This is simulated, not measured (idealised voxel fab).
Herein follows the process module entitled voxel self aligned vias.
Pictured: cross-section cut, 140 nm wide, on a grid of 5 nm square cells.
Notation: cross-section as square-cell grid; stated in bands, top first, going down; one or more cell rows per band.
Basically the band line says how high the top is and how high the bottom is, in nm, and then what's in it from left to right, every material with its width in nm. Empty space shows up as "blank", and if a single material carries "all across" it runs the full band edge to edge.
Below 0: as-received wafer, all one material; heights counted from there. Lowest band: no bottom, goes on down, written "0 nm and below".
Think of "30->40" as a width that walks from the first number to the second as you go down the band, top row to bottom row, taking equal-sized steps from row to row.
For the purposes of this document, the phrase "changes: none" attached to a step denotes that no cell within the cross-section was modified by that step.
So "Voids lacking openings" is basically the list of trapped voids: any empty space of 8 cells or more that can't reach the top through an opening. They're written width x height at distance, the distance being from the left edge, and it's all nm.
It should be noted that, on the line of a given step, the content following the step's settings is a remark produced by the simulator itself with respect to that step.
"overlay nm" answers the question of how far to the right of plan the mask lay on a step that has a mask, and when it is negative the answer is to the left.
[List of planned process steps]
1) RECEIVE | material Si
2) CONFORMAL_DEP | material SiO2 | thk nm 10
3) CONFORMAL_DEP | material SiCN | thk nm 5
4) DIRECTIONAL_DEP | material lowk | thk nm 30
5) PATTERN | tone open | mask id LINES | material resist | width nm 20 | pitch nm 45 | thk nm 20 | overlay nm 0
6) DIRECTIONAL_ETCH | etch materials lowk | depth nm 30
7) STRIP | etch materials resist
8) CONFORMAL_DEP | material TiN | thk nm 5
9) FILL_DEP | material W | thk nm 10
10) CMP | height nm 45
11) SELECTIVE_ETCH | etch materials W Ru TiN | depth nm 10
12) FILL_DEP | material SiN | thk nm 5
13) CMP | height nm 45
14) DIRECTIONAL_DEP | material lowk | thk nm 20
15) DIRECTIONAL_DEP | material aC | thk nm 10
16) PATTERN | tone open | mask id VIAS | material resist | width nm 30 | pitch nm 45 | thk nm 25 | overlay nm 0
17) DIRECTIONAL_ETCH | etch materials aC | depth nm 10
18) STRIP | etch materials resist
19) DIRECTIONAL_ETCH | etch materials lowk | depth nm 20
20) DIRECTIONAL_ETCH | etch materials SiN | depth nm 10
21) STRIP | etch materials aC
22) CONFORMAL_DEP | material TiN | thk nm 5
23) FILL_DEP | material Cu | thk nm 10
24) CMP | height nm 65
25) CONFORMAL_DEP | material SiCN | thk nm 5
[The first of the two wafers, which ran as planned]
[Shown in cross-section is the wafer as received, that is, as it stands after step 1]
	0 nm and below | Si all across
	Voids lacking openings: none
[After step 2, in cross-section]
	10 nm to 0 nm | SiO2 all across
	Anything lower than 0 is untouched.
[After step 3, in cross-section]
	15 nm to 10 nm | SiCN all across
	Anything lower than 10 is untouched.
[After step 4, in cross-section]
	45 nm to 15 nm | lowk all across
	Anything lower than 15 is untouched.
[After step 5, in cross-section]
	65 nm to 45 nm | resist=35, then blank=20, then resist=25, then blank=20, then resist=40
	Anything lower than 45 is untouched.
[After step 6, in cross-section]
	65 nm to 45 nm | resist=35, then blank=20, then resist=25, then blank=20, then resist=40
	45 nm to 15 nm | lowk=35, then blank=20, then lowk=25, then blank=20, then lowk=40
	Anything lower than 15 is untouched.
[After step 7, in cross-section]
	45 nm to 15 nm | lowk=35, then blank=20, then lowk=25, then blank=20, then lowk=40
	Anything lower than 15 is untouched.
[After step 8, in cross-section]
	50 nm to 45 nm | TiN=40, then blank=10, then TiN=35, then blank=10, then TiN=45
	45 nm to 20 nm | lowk=35, then TiN=5, then blank=10, then TiN=5, then lowk=25, then TiN=5, then blank=10, then TiN=5, then lowk=40
	20 nm to 15 nm | lowk=35, then TiN=20, then lowk=25, then TiN=20, then lowk=40
	Anything lower than 15 is untouched.
[After step 9, in cross-section]
	60 nm to 50 nm | W all across
	50 nm to 45 nm | TiN=40, then W=10, then TiN=35, then W=10, then TiN=45
	45 nm to 20 nm | lowk=35, then TiN=5, then W=10, then TiN=5, then lowk=25, then TiN=5, then W=10, then TiN=5, then lowk=40
	Anything lower than 20 is untouched.
[After step 10, in cross-section]
	45 nm to 20 nm | lowk=35, then TiN=5, then W=10, then TiN=5, then lowk=25, then TiN=5, then W=10, then TiN=5, then lowk=40
	Anything lower than 20 is untouched.
[After step 11, in cross-section]
	45 nm to 35 nm | lowk=35, then blank=20, then lowk=25, then blank=20, then lowk=40
	Anything lower than 35 is untouched.
[After step 12, in cross-section]
	50 nm to 45 nm | SiN all across
	45 nm to 35 nm | lowk=35, then SiN=20, then lowk=25, then SiN=20, then lowk=40
	Anything lower than 35 is untouched.
[After step 13, in cross-section]
	45 nm to 35 nm | lowk=35, then SiN=20, then lowk=25, then SiN=20, then lowk=40
	Anything lower than 35 is untouched.
[After step 14, in cross-section]
	65 nm to 45 nm | lowk all across
	Anything lower than 45 is untouched.
[After step 15, in cross-section]
	75 nm to 65 nm | aC all across
	Anything lower than 65 is untouched.
[After step 16, in cross-section]
	100 nm to 75 nm | resist=30, then blank=30, then resist=15, then blank=30, then resist=35
	Anything lower than 75 is untouched.
[After step 17, in cross-section]
	90 nm to 75 nm | resist=30, then blank=30, then resist=15, then blank=30, then resist=35
	75 nm to 65 nm | aC=30, then blank=30, then aC=15, then blank=30, then aC=35
	Anything lower than 65 is untouched.
[After step 18, in cross-section]
	75 nm to 65 nm | aC=30, then blank=30, then aC=15, then blank=30, then aC=35
	Anything lower than 65 is untouched.
[After step 19, in cross-section]
	75 nm to 65 nm | aC=30, then blank=30, then aC=15, then blank=30, then aC=35
	65 nm to 45 nm | lowk=30, then blank=30, then lowk=15, then blank=30, then lowk=35
	Anything lower than 45 is untouched.
[After step 20, in cross-section]
	75 nm to 65 nm | aC=30, then blank=30, then aC=15, then blank=30, then aC=35
	65 nm to 45 nm | lowk=30, then blank=30, then lowk=15, then blank=30, then lowk=35
	45 nm to 35 nm | lowk=35, then blank=20, then lowk=25, then blank=20, then lowk=40
	Anything lower than 35 is untouched.
[After step 21, in cross-section]
	65 nm to 45 nm | lowk=30, then blank=30, then lowk=15, then blank=30, then lowk=35
	Anything lower than 45 is untouched.
[After step 22, in cross-section]
	70 nm to 65 nm | TiN=35, then blank=20, then TiN=25, then blank=20, then TiN=40
	65 nm to 50 nm | lowk=30, then TiN=5, then blank=20, then TiN=5, then lowk=15, then TiN=5, then blank=20, then TiN=5, then lowk=35
	50 nm to 40 nm | lowk=30->35, then TiN=10->5, then blank=10, then TiN=10->5, then lowk=15->25, then TiN=10->5, then blank=10, then TiN=10->5, then lowk=35->40
	40 nm to 35 nm | lowk=35, then TiN=20, then lowk=25, then TiN=20, then lowk=40
	Anything lower than 35 is untouched.
[After step 23, in cross-section]
	80 nm to 70 nm | Cu all across
	70 nm to 65 nm | TiN=35, then Cu=20, then TiN=25, then Cu=20, then TiN=40
	65 nm to 50 nm | lowk=30, then TiN=5, then Cu=20, then TiN=5, then lowk=15, then TiN=5, then Cu=20, then TiN=5, then lowk=35
	50 nm to 40 nm | lowk=30->35, then TiN=10->5, then Cu=10, then TiN=10->5, then lowk=15->25, then TiN=10->5, then Cu=10, then TiN=10->5, then lowk=35->40
	Anything lower than 40 is untouched.
[After step 24, in cross-section]
	65 nm to 50 nm | lowk=30, then TiN=5, then Cu=20, then TiN=5, then lowk=15, then TiN=5, then Cu=20, then TiN=5, then lowk=35
	Anything lower than 50 is untouched.
[After step 25, in cross-section]
	70 nm to 65 nm | SiCN all across
	Anything lower than 65 is untouched.
[What follows concerns the second wafer, which started out like the first and was meant to follow the very same plan; one mistake crept in when it was run, but everything up to and including step 18 is the same as for the first wafer]
[Cross-sectional representation of the second wafer at the time designated in the plan for the completion of step 19]
	75 nm to 65 nm | aC=30, then blank=30, then aC=15, then blank=30, then aC=35
	65 nm to 45 nm | lowk=30, then blank=30, then lowk=15, then blank=30, then lowk=35
	45 nm to 35 nm | lowk=30, then blank=5, then SiN=20, then blank=5, then lowk=15, then blank=5, then SiN=20, then blank=5, then lowk=35
	35 nm to 25 nm | lowk=30, then blank=5, then TiN=5, then W=10, then TiN=5, then blank=5, then lowk=15, then blank=5, then TiN=5, then W=10, then TiN=5, then blank=5, then lowk=35
	Anything lower than 25 is untouched.
[Cross-sectional representation of the second wafer at the time designated in the plan for the completion of step 20]
	75 nm to 65 nm | aC=30, then blank=30, then aC=15, then blank=30, then aC=35
	65 nm to 35 nm | lowk=30, then blank=30, then lowk=15, then blank=30, then lowk=35
	Anything lower than 35 is untouched.
[Cross-sectional representation of the second wafer at the time designated in the plan for the completion of step 21]
	65 nm to 35 nm | lowk=30, then blank=30, then lowk=15, then blank=30, then lowk=35
	Anything lower than 35 is untouched.
[Cross-sectional representation of the second wafer at the time designated in the plan for the completion of step 22]
	70 nm to 65 nm | TiN=35, then blank=20, then TiN=25, then blank=20, then TiN=40
	65 nm to 40 nm | lowk=30, then TiN=5, then blank=20, then TiN=5, then lowk=15, then TiN=5, then blank=20, then TiN=5, then lowk=35
	40 nm to 35 nm | lowk=30, then TiN=30, then lowk=15, then TiN=30, then lowk=35
	35 nm to 25 nm | lowk=30, then TiN=10, then W=10, then TiN=10, then lowk=15, then TiN=10, then W=10, then TiN=10, then lowk=35
	Anything lower than 25 is untouched.
[Cross-sectional representation of the second wafer at the time designated in the plan for the completion of step 23]
	80 nm to 70 nm | Cu all across
	70 nm to 65 nm | TiN=35, then Cu=20, then TiN=25, then Cu=20, then TiN=40
	65 nm to 40 nm | lowk=30, then TiN=5, then Cu=20, then TiN=5, then lowk=15, then TiN=5, then Cu=20, then TiN=5, then lowk=35
	Anything lower than 40 is untouched.
[Cross-sectional representation of the second wafer at the time designated in the plan for the completion of step 24]
	65 nm to 40 nm | lowk=30, then TiN=5, then Cu=20, then TiN=5, then lowk=15, then TiN=5, then Cu=20, then TiN=5, then lowk=35
	Anything lower than 40 is untouched.
[Cross-sectional representation of the second wafer at the time designated in the plan for the completion of step 25]
	70 nm to 65 nm | SiCN all across
	Anything lower than 65 is untouched.
In executing the process, a mistake was made relative to the plan: step 19, plan: ran twice
At the finish, the second wafer shows more or fewer cells for some materials than the first does: +8 Cu | +8 TiN | -16 lowk
